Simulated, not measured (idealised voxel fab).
process module | voxel capacitor over wiring
cross-section cut | 280 nm wide | cells 5 nm
A cross-section is a grid of square cells, given in bands from the top down. A band is one or more rows of cells.
Each band's line starts with the height of the band's top and of its bottom, in nm. Then come its materials from left to right, each with its width in nm. One material with "throughout" fills the band from edge to edge. "air" is empty space.
Height 0 is the level under which the wafer as received is all one material. The lowest band goes on downwards, as in "0 down".
A width such as "30 to 40" changes by the same amount from each row of cells to the next, from the band's top row to its bottom row.
"no change" after a step means that no cell of the cross-section changed.
closed voids: empty space of 8 cells or more with no open way to the top, each as width x height at its distance from the left edge, in nm
after a step's settings: what the simulator itself notes on the step
overlay nm, on a step with a mask: how far to the right of its planned place the mask lay; to the left if negative
plan
1 op RECEIVE | material Si
2 op CONFORMAL_DEP | material SiO2 | thk nm 15
3 op CONFORMAL_DEP | material SiN | thk nm 5
4 op DIRECTIONAL_DEP | material lowk | thk nm 20
5 op PATTERN | tone open | mask id METAL_1 | material resist | width nm 30 | pitch nm 80 | thk nm 15 | overlay nm 0
6 op DIRECTIONAL_ETCH | etch materials lowk | depth nm 20
7 op DIRECTIONAL_ETCH | etch materials SiN | depth nm 5
8 op STRIP | etch materials resist
9 op CONFORMAL_DEP | material TiN | thk nm 5
10 op FILL_DEP | material W | thk nm 5
11 op CMP | height nm 40
12 op CONFORMAL_DEP | material SiCN | thk nm 5
13 op DIRECTIONAL_DEP | material SiO2 | thk nm 10
14 op DIRECTIONAL_DEP | material aC | thk nm 10
15 op PATTERN | tone open | mask id PLUG_1 | material resist | width nm 15 | thk nm 30 | overlay nm 0
16 op DIRECTIONAL_ETCH | etch materials aC | depth nm 10
17 op STRIP | etch materials resist
18 op DIRECTIONAL_ETCH | etch materials SiO2 | depth nm 10
19 op DIRECTIONAL_ETCH | etch materials SiCN | depth nm 5
20 op STRIP | etch materials aC
21 op CONFORMAL_DEP | material TiN | thk nm 5
22 op FILL_DEP | material Ru | thk nm 5
23 op CMP | height nm 55
24 op DIRECTIONAL_DEP | material TiN | thk nm 10
25 op DIRECTIONAL_DEP | material Al2O3 | thk nm 5
26 op DIRECTIONAL_DEP | material TiN | thk nm 5
27 op MASKED_ETCH | tone cover | mask id UPPER_PLATE | width nm 55 | etch materials TiN | depth nm 5 | overlay nm 0
28 op MASKED_ETCH | tone cover | mask id UPPER_PLATE | width nm 55 | etch materials Al2O3 | depth nm 5 | overlay nm 0
29 op PATTERN | tone cover | mask id LOWER_PLATE | material resist | width nm 65 | thk nm 15 | overlay nm 0
30 op DIRECTIONAL_ETCH | etch materials TiN | depth nm 5
31 op STRIP | etch materials resist
32 op FILL_DEP | material SiO2 | thk nm 15
33 op CMP | height nm 85
34 op PATTERN | tone open | mask id PLUG_2 | material resist | width nm 15 | thk nm 15 | overlay nm 0
35 op DIRECTIONAL_ETCH | etch materials SiO2 | depth nm 10
36 op STRIP | etch materials resist
37 op CONFORMAL_DEP | material TiN | thk nm 5
38 op FILL_DEP | material Cu | thk nm 5
39 op CMP | height nm 85
40 op CONFORMAL_DEP | material SiCN | thk nm 5
varied across the wafers: depth nm of step 30. The plan shows the first wafer's value. All wafers start alike
first wafer as received, after step 1
  0 down: Si throughout
  closed voids: none
each wafer at the end: cells of each material gained (+) or lost (-) since it was received, then its closed voids
depth nm 5 | +11 Al2O3 | +1 Cu | +2 Ru | +109 SiCN | +44 SiN | +513 SiO2 | +120 TiN | +32 W | +176 lowk | closed voids: none
depth nm 10 | +11 Al2O3 | +1 Cu | +2 Ru | +109 SiCN | +44 SiN | +556 SiO2 | +77 TiN | +32 W | +176 lowk | closed voids: none
depth nm 15 | +11 Al2O3 | +1 Cu | +2 Ru | +109 SiCN | +44 SiN | +556 SiO2 | +77 TiN | +32 W | +176 lowk | closed voids: none
depth nm 20 | +11 Al2O3 | +1 Cu | +2 Ru | +109 SiCN | +44 SiN | +556 SiO2 | +77 TiN | +32 W | +176 lowk | closed voids: none
depth nm 25 | +11 Al2O3 | +1 Cu | +2 Ru | +109 SiCN | +44 SiN | +556 SiO2 | +77 TiN | +32 W | +176 lowk | closed voids: none
